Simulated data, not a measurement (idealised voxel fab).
Process module in this document: voxel self aligned vias
This is section cut - it's 300 nm across, gridded in 5 nm square cells.
When this document writes out a cross-section, it uses a grid of square cells and lists it as bands, beginning at the top and moving down, with a band standing for one or more rows of cells.
Heights first: top, then bottom, in nm. Then materials, left to right, each with a width in nm. "edge to edge" on a single material: fills the band edge to edge. "empty": empty space.
Height datum 0, below which the as-received substrate wafer is one material. Lowest band open at the bottom, running downward: "top 0, no bottom".
The width entry "30..40" should be interpreted row by row: the top row of cells in the band takes the first number, the bottom row takes the second number, and the change between adjacent rows is uniform throughout.
Take "no alterations made" at face value: in the step it is given for, the cross-section changed in none of its cells.
Heads up: "Encapsulated voids" only lists the empty pockets with no open path to the top that are 8 cells or more, and it writes them as width x height at distance, distance from the left edge, in nm.
On each step's line, the part that comes after the settings is the simulator's own comment on the step.
overlay nm: mask offset rightward from planned place, masked step; negative means leftward offset.

**The planned process steps are enumerated hereunder**
1: RECEIVE [material Si]
2: CONFORMAL_DEP [material SiO2] [thk nm 15]
3: CONFORMAL_DEP [material SiCN] [thk nm 5]
4: DIRECTIONAL_DEP [material SiO2] [thk nm 25]
5: PATTERN [tone open] [mask id LINES] [material resist] [width nm 20] [pitch nm 60] [thk nm 15] [overlay nm 0]
6: DIRECTIONAL_ETCH [etch materials SiO2] [depth nm 25]
7: STRIP [etch materials resist]
8: CONFORMAL_DEP [material TiN] [thk nm 5]
9: FILL_DEP [material W] [thk nm 10]
10: CMP [height nm 45]
11: SELECTIVE_ETCH [etch materials W Ru TiN] [depth nm 5]
12: FILL_DEP [material SiN] [thk nm 5]
13: CMP [height nm 45]
14: DIRECTIONAL_DEP [material SiO2] [thk nm 20]
15: DIRECTIONAL_DEP [material aC] [thk nm 10]
16: PATTERN [tone open] [mask id VIAS] [material resist] [width nm 40] [pitch nm 60] [thk nm 30] [overlay nm 0]
17: DIRECTIONAL_ETCH [etch materials aC] [depth nm 10]
18: STRIP [etch materials resist]
19: DIRECTIONAL_ETCH [etch materials SiO2] [depth nm 20]
20: DIRECTIONAL_ETCH [etch materials SiN] [depth nm 5]
21: STRIP [etch materials aC]
22: CONFORMAL_DEP [material TiN] [thk nm 5]
23: FILL_DEP [material Ru] [thk nm 10]
24: CMP [height nm 65]
25: CONFORMAL_DEP [material SiN] [thk nm 5]

**Of two wafers, the first: run according to plan**

**Cross-section of the wafer at receipt, which is the condition after step 1**
top 0, no bottom: Si edge to edge
Encapsulated voids: none

**Cross-section of the wafer after step 2**
top 15, bottom 0: SiO2 edge to edge
Nothing below the height 0 has changed.

**Cross-section of the wafer after step 3**
top 20, bottom 15: SiCN edge to edge
Nothing below the height 15 has changed.

**Cross-section of the wafer after step 4**
top 45, bottom 20: SiO2 edge to edge
Nothing below the height 20 has changed.

**Cross-section of the wafer after step 5**
top 60, bottom 45: 80 of resist / 20 of empty / 40 of resist / 20 of empty / 40 of resist / 20 of empty / 80 of resist
Nothing below the height 45 has changed.

**Cross-section of the wafer after step 6**
top 60, bottom 45: 80 of resist / 20 of empty / 40 of resist / 20 of empty / 40 of resist / 20 of empty / 80 of resist
top 45, bottom 20: 80 of SiO2 / 20 of empty / 40 of SiO2 / 20 of empty / 40 of SiO2 / 20 of empty / 80 of SiO2
Nothing below the height 20 has changed.

**Cross-section of the wafer after step 7**
top 45, bottom 20: 80 of SiO2 / 20 of empty / 40 of SiO2 / 20 of empty / 40 of SiO2 / 20 of empty / 80 of SiO2
Nothing below the height 20 has changed.

**Cross-section of the wafer after step 8**
top 50, bottom 45: 85 of TiN / 10 of empty / 50 of TiN / 10 of empty / 50 of TiN / 10 of empty / 85 of TiN
top 45, bottom 25: 80 of SiO2 / 5 of TiN / 10 of empty / 5 of TiN / 40 of SiO2 / 5 of TiN / 10 of empty / 5 of TiN / 40 of SiO2 / 5 of TiN / 10 of empty / 5 of TiN / 80 of SiO2
top 25, bottom 20: 80 of SiO2 / 20 of TiN / 40 of SiO2 / 20 of TiN / 40 of SiO2 / 20 of TiN / 80 of SiO2
Nothing below the height 20 has changed.

**Cross-section of the wafer after step 9**
top 60, bottom 50: W edge to edge
top 50, bottom 45: 85 of TiN / 10 of W / 50 of TiN / 10 of W / 50 of TiN / 10 of W / 85 of TiN
top 45, bottom 25: 80 of SiO2 / 5 of TiN / 10 of W / 5 of TiN / 40 of SiO2 / 5 of TiN / 10 of W / 5 of TiN / 40 of SiO2 / 5 of TiN / 10 of W / 5 of TiN / 80 of SiO2
Nothing below the height 25 has changed.

**Cross-section of the wafer after step 10**
top 45, bottom 25: 80 of SiO2 / 5 of TiN / 10 of W / 5 of TiN / 40 of SiO2 / 5 of TiN / 10 of W / 5 of TiN / 40 of SiO2 / 5 of TiN / 10 of W / 5 of TiN / 80 of SiO2
Nothing below the height 25 has changed.

**Cross-section of the wafer after step 11**
top 45, bottom 40: 80 of SiO2 / 20 of empty / 40 of SiO2 / 20 of empty / 40 of SiO2 / 20 of empty / 80 of SiO2
Nothing below the height 40 has changed.

**Cross-section of the wafer after step 12**
top 50, bottom 45: SiN edge to edge
top 45, bottom 40: 80 of SiO2 / 20 of SiN / 40 of SiO2 / 20 of SiN / 40 of SiO2 / 20 of SiN / 80 of SiO2
Nothing below the height 40 has changed.

**Cross-section of the wafer after step 13**
top 45, bottom 40: 80 of SiO2 / 20 of SiN / 40 of SiO2 / 20 of SiN / 40 of SiO2 / 20 of SiN / 80 of SiO2
Nothing below the height 40 has changed.

**Cross-section of the wafer after step 14**
top 65, bottom 45: SiO2 edge to edge
Nothing below the height 45 has changed.

**Cross-section of the wafer after step 15**
top 75, bottom 65: aC edge to edge
Nothing below the height 65 has changed.

**Cross-section of the wafer after step 16**
top 105, bottom 75: 70 of resist / 40 of empty / 20 of resist / 40 of empty / 20 of resist / 40 of empty / 70 of resist
Nothing below the height 75 has changed.

**Cross-section of the wafer after step 17**
top 95, bottom 75: 70 of resist / 40 of empty / 20 of resist / 40 of empty / 20 of resist / 40 of empty / 70 of resist
top 75, bottom 65: 70 of aC / 40 of empty / 20 of aC / 40 of empty / 20 of aC / 40 of empty / 70 of aC
Nothing below the height 65 has changed.

**Cross-section of the wafer after step 18**
top 75, bottom 65: 70 of aC / 40 of empty / 20 of aC / 40 of empty / 20 of aC / 40 of empty / 70 of aC
Nothing below the height 65 has changed.

**Cross-section of the wafer after step 19**
top 75, bottom 65: 70 of aC / 40 of empty / 20 of aC / 40 of empty / 20 of aC / 40 of empty / 70 of aC
top 65, bottom 45: 70 of SiO2 / 40 of empty / 20 of SiO2 / 40 of empty / 20 of SiO2 / 40 of empty / 70 of SiO2
Nothing below the height 45 has changed.

**Cross-section of the wafer after step 20**
top 75, bottom 65: 70 of aC / 40 of empty / 20 of aC / 40 of empty / 20 of aC / 40 of empty / 70 of aC
top 65, bottom 45: 70 of SiO2 / 40 of empty / 20 of SiO2 / 40 of empty / 20 of SiO2 / 40 of empty / 70 of SiO2
top 45, bottom 40: 80 of SiO2 / 20 of empty / 40 of SiO2 / 20 of empty / 40 of SiO2 / 20 of empty / 80 of SiO2
Nothing below the height 40 has changed.

**Cross-section of the wafer after step 21**
top 65, bottom 45: 70 of SiO2 / 40 of empty / 20 of SiO2 / 40 of empty / 20 of SiO2 / 40 of empty / 70 of SiO2
Nothing below the height 45 has changed.

**Cross-section of the wafer after step 22**
top 70, bottom 65: 75 of TiN / 30 of empty / 30 of TiN / 30 of empty / 30 of TiN / 30 of empty / 75 of TiN
top 65, bottom 50: 70 of SiO2 / 5 of TiN / 30 of empty / 5 of TiN / 20 of SiO2 / 5 of TiN / 30 of empty / 5 of TiN / 20 of SiO2 / 5 of TiN / 30 of empty / 5 of TiN / 70 of SiO2
top 50, bottom 45: 70 of SiO2 / 15 of TiN / 10 of empty / 15 of TiN / 20 of SiO2 / 15 of TiN / 10 of empty / 15 of TiN / 20 of SiO2 / 15 of TiN / 10 of empty / 15 of TiN / 70 of SiO2
top 45, bottom 40: 80 of SiO2 / 20 of TiN / 40 of SiO2 / 20 of TiN / 40 of SiO2 / 20 of TiN / 80 of SiO2
Nothing below the height 40 has changed.

**Cross-section of the wafer after step 23**
top 80, bottom 70: Ru edge to edge
top 70, bottom 65: 75 of TiN / 30 of Ru / 30 of TiN / 30 of Ru / 30 of TiN / 30 of Ru / 75 of TiN
top 65, bottom 50: 70 of SiO2 / 5 of TiN / 30 of Ru / 5 of TiN / 20 of SiO2 / 5 of TiN / 30 of Ru / 5 of TiN / 20 of SiO2 / 5 of TiN / 30 of Ru / 5 of TiN / 70 of SiO2
top 50, bottom 45: 70 of SiO2 / 15 of TiN / 10 of Ru / 15 of TiN / 20 of SiO2 / 15 of TiN / 10 of Ru / 15 of TiN / 20 of SiO2 / 15 of TiN / 10 of Ru / 15 of TiN / 70 of SiO2
Nothing below the height 45 has changed.

**Cross-section of the wafer after step 24**
top 65, bottom 50: 70 of SiO2 / 5 of TiN / 30 of Ru / 5 of TiN / 20 of SiO2 / 5 of TiN / 30 of Ru / 5 of TiN / 20 of SiO2 / 5 of TiN / 30 of Ru / 5 of TiN / 70 of SiO2
Nothing below the height 50 has changed.

**Cross-section of the wafer after step 25**
top 70, bottom 65: SiN edge to edge
Nothing below the height 65 has changed.

**The second wafer was prepared from the same starting point and under the same plan as the first; its processing contained one mistake, and it remains indistinguishable from the first wafer up to and including step 15**

**Second wafer shown in cross-section at the time step 16 was slated to end**
top 105, bottom 75: 80 of resist / 40 of empty / 20 of resist / 40 of empty / 20 of resist / 40 of empty / 60 of resist
Nothing below the height 75 has changed.

**Second wafer shown in cross-section at the time step 17 was slated to end**
top 95, bottom 75: 80 of resist / 40 of empty / 20 of resist / 40 of empty / 20 of resist / 40 of empty / 60 of resist
top 75, bottom 65: 80 of aC / 40 of empty / 20 of aC / 40 of empty / 20 of aC / 40 of empty / 60 of aC
Nothing below the height 65 has changed.

**Second wafer shown in cross-section at the time step 18 was slated to end**
top 75, bottom 65: 80 of aC / 40 of empty / 20 of aC / 40 of empty / 20 of aC / 40 of empty / 60 of aC
Nothing below the height 65 has changed.

**Second wafer shown in cross-section at the time step 19 was slated to end**
top 75, bottom 65: 80 of aC / 40 of empty / 20 of aC / 40 of empty / 20 of aC / 40 of empty / 60 of aC
top 65, bottom 45: 80 of SiO2 / 40 of empty / 20 of SiO2 / 40 of empty / 20 of SiO2 / 40 of empty / 60 of SiO2
Nothing below the height 45 has changed.

**Second wafer shown in cross-section at the time step 20 was slated to end**
top 75, bottom 65: 80 of aC / 40 of empty / 20 of aC / 40 of empty / 20 of aC / 40 of empty / 60 of aC
top 65, bottom 45: 80 of SiO2 / 40 of empty / 20 of SiO2 / 40 of empty / 20 of SiO2 / 40 of empty / 60 of SiO2
top 45, bottom 40: 80 of SiO2 / 20 of empty / 40 of SiO2 / 20 of empty / 40 of SiO2 / 20 of empty / 80 of SiO2
Nothing below the height 40 has changed.

**Second wafer shown in cross-section at the time step 21 was slated to end**
top 65, bottom 45: 80 of SiO2 / 40 of empty / 20 of SiO2 / 40 of empty / 20 of SiO2 / 40 of empty / 60 of SiO2
Nothing below the height 45 has changed.

**Second wafer shown in cross-section at the time step 22 was slated to end**
top 70, bottom 65: 85 of TiN / 30 of empty / 30 of TiN / 30 of empty / 30 of TiN / 30 of empty / 65 of TiN
top 65, bottom 50: 80 of SiO2 / 5 of TiN / 30 of empty / 5 of TiN / 20 of SiO2 / 5 of TiN / 30 of empty / 5 of TiN / 20 of SiO2 / 5 of TiN / 30 of empty / 5 of TiN / 60 of SiO2
top 50, bottom 45: 80 of SiO2 / 5 of TiN / 10 of empty / 25 of TiN / 20 of SiO2 / 5 of TiN / 10 of empty / 25 of TiN / 20 of SiO2 / 5 of TiN / 10 of empty / 25 of TiN / 60 of SiO2
top 45, bottom 40: 80 of SiO2 / 20 of TiN / 40 of SiO2 / 20 of TiN / 40 of SiO2 / 20 of TiN / 80 of SiO2
Nothing below the height 40 has changed.

**Second wafer shown in cross-section at the time step 23 was slated to end**
top 80, bottom 70: Ru edge to edge
top 70, bottom 65: 85 of TiN / 30 of Ru / 30 of TiN / 30 of Ru / 30 of TiN / 30 of Ru / 65 of TiN
top 65, bottom 50: 80 of SiO2 / 5 of TiN / 30 of Ru / 5 of TiN / 20 of SiO2 / 5 of TiN / 30 of Ru / 5 of TiN / 20 of SiO2 / 5 of TiN / 30 of Ru / 5 of TiN / 60 of SiO2
top 50, bottom 45: 80 of SiO2 / 5 of TiN / 10 of Ru / 25 of TiN / 20 of SiO2 / 5 of TiN / 10 of Ru / 25 of TiN / 20 of SiO2 / 5 of TiN / 10 of Ru / 25 of TiN / 60 of SiO2
Nothing below the height 45 has changed.

**Second wafer shown in cross-section at the time step 24 was slated to end**
top 65, bottom 50: 80 of SiO2 / 5 of TiN / 30 of Ru / 5 of TiN / 20 of SiO2 / 5 of TiN / 30 of Ru / 5 of TiN / 20 of SiO2 / 5 of TiN / 30 of Ru / 5 of TiN / 60 of SiO2
Nothing below the height 50 has changed.

**Second wafer shown in cross-section at the time step 25 was slated to end**
top 70, bottom 65: SiN edge to edge
Nothing below the height 65 has changed.
The mistake made against the process plan was this: for step 16, the planned setting was not used; the step was instead run as PATTERN [tone open] [mask id VIAS] [material resist] [width nm 40] [pitch nm 60] [thk nm 30] [overlay nm 10]
So at the finish, the second wafer's got exactly as many cells of each material as the first, just not in the same spots.
